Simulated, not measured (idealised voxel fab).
process module | voxel fin reveal
cross-section cut | 250 nm wide | cells 5 nm
A cross-section is a grid of square cells, given in bands from the top down. A band is one or more rows of cells.
Each band's line starts with the height of the band's top and of its bottom, in nm. Then come its materials from left to right, each with its width in nm. One material with "throughout" fills the band from edge to edge. "air" is empty space.
Height 0 is the level under which the wafer as received is all one material. The lowest band goes on downwards, as in "0 down".
A width such as "30 to 40" changes by the same amount from each row of cells to the next, from the band's top row to its bottom row.
"no change" after a step means that no cell of the cross-section changed.
closed voids: empty space of 8 cells or more with no open way to the top, each as width x height at its distance from the left edge, in nm
after a step's settings: what the simulator itself notes on the step
overlay nm, on a step with a mask: how far to the right of its planned place the mask lay; to the left if negative
plan
1 op RECEIVE | material Si
2 op CONFORMAL_DEP | material SiN | thk nm 5
3 op DIRECTIONAL_DEP | material aC | thk nm 15
4 op PATTERN | tone cover | mask id FINS | material resist | width nm 15 | pitch nm 35 | thk nm 35 | overlay nm 0
5 op DIRECTIONAL_ETCH | etch materials aC | depth nm 15
6 op STRIP | etch materials resist
7 op DIRECTIONAL_ETCH | etch materials SiN | depth nm 5
8 op DIRECTIONAL_ETCH | etch materials Si | depth nm 35
9 op STRIP | etch materials aC
10 op OXIDIZE | depth nm 5
11 op FILL_DEP | material SiO2 | thk nm 15
12 op CMP | height nm 5
13 op SELECTIVE_ETCH | etch materials SiO2 | depth nm 25
14 op STRIP | etch materials SiN
first wafer, as planned
as received, after step 1
  0 down: Si throughout
  closed voids: none
after step 2
  5 to 0: SiN throughout
  below 0: unchanged
after step 3
  20 to 5: aC throughout
  below 5: unchanged
after step 4
  55 to 20: air 80 | resist 15 | air 20 | resist 15 | air 20 | resist 15 | air 85
  below 20: unchanged
after step 5
  40 to 20: air 80 | resist 15 | air 20 | resist 15 | air 20 | resist 15 | air 85
  20 to 5: air 80 | aC 15 | air 20 | aC 15 | air 20 | aC 15 | air 85
  below 5: unchanged
after step 6
  20 to 5: air 80 | aC 15 | air 20 | aC 15 | air 20 | aC 15 | air 85
  below 5: unchanged
after step 7
  20 to 5: air 80 | aC 15 | air 20 | aC 15 | air 20 | aC 15 | air 85
  5 to 0: air 80 | SiN 15 | air 20 | SiN 15 | air 20 | SiN 15 | air 85
  below 0: unchanged
after step 8
  20 to 5: air 80 | aC 15 | air 20 | aC 15 | air 20 | aC 15 | air 85
  5 to 0: air 80 | SiN 15 | air 20 | SiN 15 | air 20 | SiN 15 | air 85
  0 to -35: air 80 | Si 15 | air 20 | Si 15 | air 20 | Si 15 | air 85
  below -35: unchanged
after step 9
  5 to 0: air 80 | SiN 15 | air 20 | SiN 15 | air 20 | SiN 15 | air 85
  below 0: unchanged
after step 10
  5 to 0: air 80 | SiN 15 | air 20 | SiN 15 | air 20 | SiN 15 | air 85
  0 to -35: air 80 | SiO2 5 | Si 5 | SiO2 5 | air 20 | SiO2 5 | Si 5 | SiO2 5 | air 20 | SiO2 5 | Si 5 | SiO2 5 | air 85
  -35 to -40: SiO2 85 | Si 5 | SiO2 30 | Si 5 | SiO2 30 | Si 5 | SiO2 90
  below -40: unchanged
after step 11
  20 to 5: SiO2 throughout
  5 to 0: SiO2 80 | SiN 15 | SiO2 20 | SiN 15 | SiO2 20 | SiN 15 | SiO2 85
  0 to -40: SiO2 85 | Si 5 | SiO2 30 | Si 5 | SiO2 30 | Si 5 | SiO2 90
  below -40: unchanged
after step 12
  5 to 0: SiO2 80 | SiN 15 | SiO2 20 | SiN 15 | SiO2 20 | SiN 15 | SiO2 85
  below 0: unchanged
after step 13
  5 to 0: air 80 | SiN 15 | air 20 | SiN 15 | air 20 | SiN 15 | air 85
  0 to -20: air 85 | Si 5 | air 30 | Si 5 | air 30 | Si 5 | air 90
  below -20: unchanged
after step 14
  0 to -20: air 85 | Si 5 | air 30 | Si 5 | air 30 | Si 5 | air 90
  below -20: unchanged
second wafer: like start, like plan, one mistake. Through step 3 it matches the first wafer
when step 4 should have ended
  55 to 20: resist 80 | air 15 | resist 20 | air 15 | resist 20 | air 15 | resist 85
  below 20: unchanged
when step 5 should have ended
  40 to 20: resist 80 | air 15 | resist 20 | air 15 | resist 20 | air 15 | resist 85
  20 to 5: aC 80 | air 15 | aC 20 | air 15 | aC 20 | air 15 | aC 85
  below 5: unchanged
when step 6 should have ended
  20 to 5: aC 80 | air 15 | aC 20 | air 15 | aC 20 | air 15 | aC 85
  below 5: unchanged
when step 7 should have ended
  20 to 5: aC 80 | air 15 | aC 20 | air 15 | aC 20 | air 15 | aC 85
  5 to 0: SiN 80 | air 15 | SiN 20 | air 15 | SiN 20 | air 15 | SiN 85
  below 0: unchanged
when step 8 should have ended
  20 to 5: aC 80 | air 15 | aC 20 | air 15 | aC 20 | air 15 | aC 85
  5 to 0: SiN 80 | air 15 | SiN 20 | air 15 | SiN 20 | air 15 | SiN 85
  0 to -35: Si 80 | air 15 | Si 20 | air 15 | Si 20 | air 15 | Si 85
  below -35: unchanged
when step 9 should have ended
  5 to 0: SiN 80 | air 15 | SiN 20 | air 15 | SiN 20 | air 15 | SiN 85
  below 0: unchanged
when step 10 should have ended
  5 to 0: SiN 80 | air 15 | SiN 20 | air 15 | SiN 20 | air 15 | SiN 85
  0 to -35: Si 75 | SiO2 5 | air 15 | SiO2 5 | Si 10 | SiO2 5 | air 15 | SiO2 5 | Si 10 | SiO2 5 | air 15 | SiO2 5 | Si 80
  -35 to -40: Si 75 | SiO2 25 | Si 10 | SiO2 25 | Si 10 | SiO2 25 | Si 80
  below -40: unchanged
when step 11 should have ended
  20 to 5: SiO2 throughout
  5 to 0: SiN 80 | SiO2 15 | SiN 20 | SiO2 15 | SiN 20 | SiO2 15 | SiN 85
  0 to -40: Si 75 | SiO2 25 | Si 10 | SiO2 25 | Si 10 | SiO2 25 | Si 80
  below -40: unchanged
when step 12 should have ended
  5 to 0: SiN 80 | SiO2 15 | SiN 20 | SiO2 15 | SiN 20 | SiO2 15 | SiN 85
  below 0: unchanged
when step 13 should have ended
  5 to 0: SiN 80 | air 15 | SiN 20 | air 15 | SiN 20 | air 15 | SiN 85
  0 to -20: Si 75 | air 25 | Si 10 | air 25 | Si 10 | air 25 | Si 80
  below -20: unchanged
when step 14 should have ended
  0 to -20: Si 75 | air 25 | Si 10 | air 25 | Si 10 | air 25 | Si 80
  below -20: unchanged
what went wrong: step 4 ran as: op PATTERN | tone open | mask id FINS | material resist | width nm 15 | pitch nm 35 | thk nm 35 | overlay nm 0
at the end the second wafer has, in cells: 256 more of Si | 128 fewer of SiO2
